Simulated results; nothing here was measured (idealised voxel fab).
The name of this process module is voxel self aligned vias.
For reference, the cross-section in this document is cut, with width 225 nm and square cells of 5 nm.
Cross-section spec: square-cell grid; bands listed top down; each band is one or more rows.
It is stipulated that each band's entry specify, in nanometres, the height of the top of the band and then that of its bottom, followed by the materials of the band in left-to-right sequence, each together with its width in nanometres. A single material marked by the word "all across" is understood to fill the band from edge to edge; the word "empty" is understood to denote empty space.
A quick word on heights: they are counted from 0, and under that level the wafer as it came to us is one material throughout. The lowest band is different from the rest in having no bottom; it simply continues downward, written as in "0 -> down".
So if you see something like "30->40" for the width, read it as the top row of the band sitting at the first number and the bottom row at the second, with every row in between moving by the same amount as the last.
The cross-section has no changed cell in any step marked "no modification".
"Voids lacking openings" - sealed voids, min. 8 cells, no opening to top; format: width x height at distance (distance from left edge; nm throughout).
What comes after the settings on a step's line is commentary from the simulator itself on that step.
overlay nm: for a step with a mask, the amount by which the mask lay right of where it was planned; a negative amount means left of it.
The planned process steps are enumerated hereunder
| 1 | RECEIVE (material Si) |
| 2 | CONFORMAL_DEP (material SiO2; thk nm 15) |
| 3 | CONFORMAL_DEP (material SiCN; thk nm 5) |
| 4 | DIRECTIONAL_DEP (material SiO2; thk nm 20) |
| 5 | DIRECTIONAL_DEP (material aC; thk nm 10) |
| 6 | PATTERN (tone open; mask id LINES; material resist; width nm 20; pitch nm 45; thk nm 25; overlay nm 0) |
| 7 | DIRECTIONAL_ETCH (etch materials aC; depth nm 10) |
| 8 | STRIP (etch materials resist) |
| 9 | DIRECTIONAL_ETCH (etch materials SiO2; depth nm 20) |
| 10 | STRIP (etch materials aC) |
| 11 | CONFORMAL_DEP (material TiN; thk nm 5) |
| 12 | FILL_DEP (material Ru; thk nm 10) |
| 13 | CMP (height nm 40) |
| 14 | SELECTIVE_ETCH (etch materials W Ru TiN; depth nm 5) |
| 15 | FILL_DEP (material SiN; thk nm 10) |
| 16 | CMP (height nm 40) |
| 17 | DIRECTIONAL_DEP (material SiO2; thk nm 20) |
| 18 | MASKED_ETCH (tone open; mask id VIAS; width nm 30; etch materials SiO2; depth nm 20; overlay nm 0) |
| 19 | MASKED_ETCH (tone open; mask id VIAS; width nm 30; etch materials SiN; depth nm 5; overlay nm 0) |
| 20 | CONFORMAL_DEP (material TiN; thk nm 5) |
| 21 | FILL_DEP (material Ru; thk nm 5) |
| 22 | CMP (height nm 60) |
| 23 | CONFORMAL_DEP (material SiCN; thk nm 5) |
Run as planned: first of two wafers
As-received state of the wafer in cross-section, equivalent to post-step 1
	0 -> down | Si all across
	Voids lacking openings: none
How the wafer stands in section after step 2
	15 -> 0 | SiO2 all across
	below 0: unchanged
How the wafer stands in section after step 3
	20 -> 15 | SiCN all across
	below 15: unchanged
How the wafer stands in section after step 4
	40 -> 20 | SiO2 all across
	below 20: unchanged
How the wafer stands in section after step 5
	50 -> 40 | aC all across
	below 40: unchanged
How the wafer stands in section after step 6
	75 -> 50 | resist 80 nm, empty 20 nm, resist 25 nm, empty 20 nm, resist 80 nm
	below 50: unchanged
How the wafer stands in section after step 7
	65 -> 50 | resist 80 nm, empty 20 nm, resist 25 nm, empty 20 nm, resist 80 nm
	50 -> 40 | aC 80 nm, empty 20 nm, aC 25 nm, empty 20 nm, aC 80 nm
	below 40: unchanged
How the wafer stands in section after step 8
	50 -> 40 | aC 80 nm, empty 20 nm, aC 25 nm, empty 20 nm, aC 80 nm
	below 40: unchanged
How the wafer stands in section after step 9
	50 -> 40 | aC 80 nm, empty 20 nm, aC 25 nm, empty 20 nm, aC 80 nm
	40 -> 20 | SiO2 80 nm, empty 20 nm, SiO2 25 nm, empty 20 nm, SiO2 80 nm
	below 20: unchanged
How the wafer stands in section after step 10
	40 -> 20 | SiO2 80 nm, empty 20 nm, SiO2 25 nm, empty 20 nm, SiO2 80 nm
	below 20: unchanged
How the wafer stands in section after step 11
	45 -> 40 | TiN 85 nm, empty 10 nm, TiN 35 nm, empty 10 nm, TiN 85 nm
	40 -> 25 | SiO2 80 nm, TiN 5 nm, empty 10 nm, TiN 5 nm, SiO2 25 nm, TiN 5 nm, empty 10 nm, TiN 5 nm, SiO2 80 nm
	25 -> 20 | SiO2 80 nm, TiN 20 nm, SiO2 25 nm, TiN 20 nm, SiO2 80 nm
	below 20: unchanged
How the wafer stands in section after step 12
	55 -> 45 | Ru all across
	45 -> 40 | TiN 85 nm, Ru 10 nm, TiN 35 nm, Ru 10 nm, TiN 85 nm
	40 -> 25 | SiO2 80 nm, TiN 5 nm, Ru 10 nm, TiN 5 nm, SiO2 25 nm, TiN 5 nm, Ru 10 nm, TiN 5 nm, SiO2 80 nm
	below 25: unchanged
How the wafer stands in section after step 13
	40 -> 25 | SiO2 80 nm, TiN 5 nm, Ru 10 nm, TiN 5 nm, SiO2 25 nm, TiN 5 nm, Ru 10 nm, TiN 5 nm, SiO2 80 nm
	below 25: unchanged
How the wafer stands in section after step 14
	40 -> 35 | SiO2 80 nm, empty 20 nm, SiO2 25 nm, empty 20 nm, SiO2 80 nm
	below 35: unchanged
How the wafer stands in section after step 15
	50 -> 40 | SiN all across
	40 -> 35 | SiO2 80 nm, SiN 20 nm, SiO2 25 nm, SiN 20 nm, SiO2 80 nm
	below 35: unchanged
How the wafer stands in section after step 16
	40 -> 35 | SiO2 80 nm, SiN 20 nm, SiO2 25 nm, SiN 20 nm, SiO2 80 nm
	below 35: unchanged
How the wafer stands in section after step 17
	60 -> 40 | SiO2 all across
	below 40: unchanged
How the wafer stands in section after step 18
	60 -> 40 | SiO2 75 nm, empty 30 nm, SiO2 120 nm
	below 40: unchanged
How the wafer stands in section after step 19
	60 -> 40 | SiO2 75 nm, empty 30 nm, SiO2 120 nm
	40 -> 35 | SiO2 80 nm, empty 20 nm, SiO2 25 nm, SiN 20 nm, SiO2 80 nm
	below 35: unchanged
How the wafer stands in section after step 20
	65 -> 60 | TiN 80 nm, empty 20 nm, TiN 125 nm
	60 -> 45 | SiO2 75 nm, TiN 5 nm, empty 20 nm, TiN 5 nm, SiO2 120 nm
	45 -> 40 | SiO2 75 nm, TiN 10 nm, empty 10 nm, TiN 10 nm, SiO2 120 nm
	40 -> 35 | SiO2 80 nm, TiN 20 nm, SiO2 25 nm, SiN 20 nm, SiO2 80 nm
	below 35: unchanged
How the wafer stands in section after step 21
	70 -> 65 | Ru all across
	65 -> 60 | TiN 80 nm, Ru 20 nm, TiN 125 nm
	60 -> 45 | SiO2 75 nm, TiN 5 nm, Ru 20 nm, TiN 5 nm, SiO2 120 nm
	45 -> 40 | SiO2 75 nm, TiN 10 nm, Ru 10 nm, TiN 10 nm, SiO2 120 nm
	below 40: unchanged
How the wafer stands in section after step 22
	60 -> 45 | SiO2 75 nm, TiN 5 nm, Ru 20 nm, TiN 5 nm, SiO2 120 nm
	below 45: unchanged
How the wafer stands in section after step 23
	65 -> 60 | SiCN all across
	below 60: unchanged
Now the other wafer: same start, same recipe, but we messed up one thing when running it. Up to and including step 17 it's the same as the first one
X-section, second wafer, when step 18 was due to finish
	60 -> 40 | SiO2 75 nm, empty 35 nm, SiO2 115 nm
	below 40: unchanged
X-section, second wafer, when step 19 was due to finish
	60 -> 40 | SiO2 75 nm, empty 35 nm, SiO2 115 nm
	40 -> 35 | SiO2 80 nm, empty 20 nm, SiO2 25 nm, SiN 20 nm, SiO2 80 nm
	below 35: unchanged
X-section, second wafer, when step 20 was due to finish
	65 -> 60 | TiN 80 nm, empty 25 nm, TiN 120 nm
	60 -> 45 | SiO2 75 nm, TiN 5 nm, empty 25 nm, TiN 5 nm, SiO2 115 nm
	45 -> 40 | SiO2 75 nm, TiN 10 nm, empty 10 nm, TiN 15 nm, SiO2 115 nm
	40 -> 35 | SiO2 80 nm, TiN 20 nm, SiO2 25 nm, SiN 20 nm, SiO2 80 nm
	below 35: unchanged
X-section, second wafer, when step 21 was due to finish
	70 -> 65 | Ru all across
	65 -> 60 | TiN 80 nm, Ru 25 nm, TiN 120 nm
	60 -> 45 | SiO2 75 nm, TiN 5 nm, Ru 25 nm, TiN 5 nm, SiO2 115 nm
	45 -> 40 | SiO2 75 nm, TiN 10 nm, Ru 10 nm, TiN 15 nm, SiO2 115 nm
	below 40: unchanged
X-section, second wafer, when step 22 was due to finish
	60 -> 45 | SiO2 75 nm, TiN 5 nm, Ru 25 nm, TiN 5 nm, SiO2 115 nm
	below 45: unchanged
X-section, second wafer, when step 23 was due to finish
	65 -> 60 | SiCN all across
	below 60: unchanged
The mistake made against the process plan was this: heads up, step 18 didn't go per plan, it actually ran as MASKED_ETCH (tone open; mask id VIAS; width nm 35; etch materials SiO2; depth nm 20; overlay nm 0)
The final cell counts differ between the wafers, with the second having more or fewer of some materials than the first: Ru: 3 more; SiO2: 4 fewer; TiN: 1 more
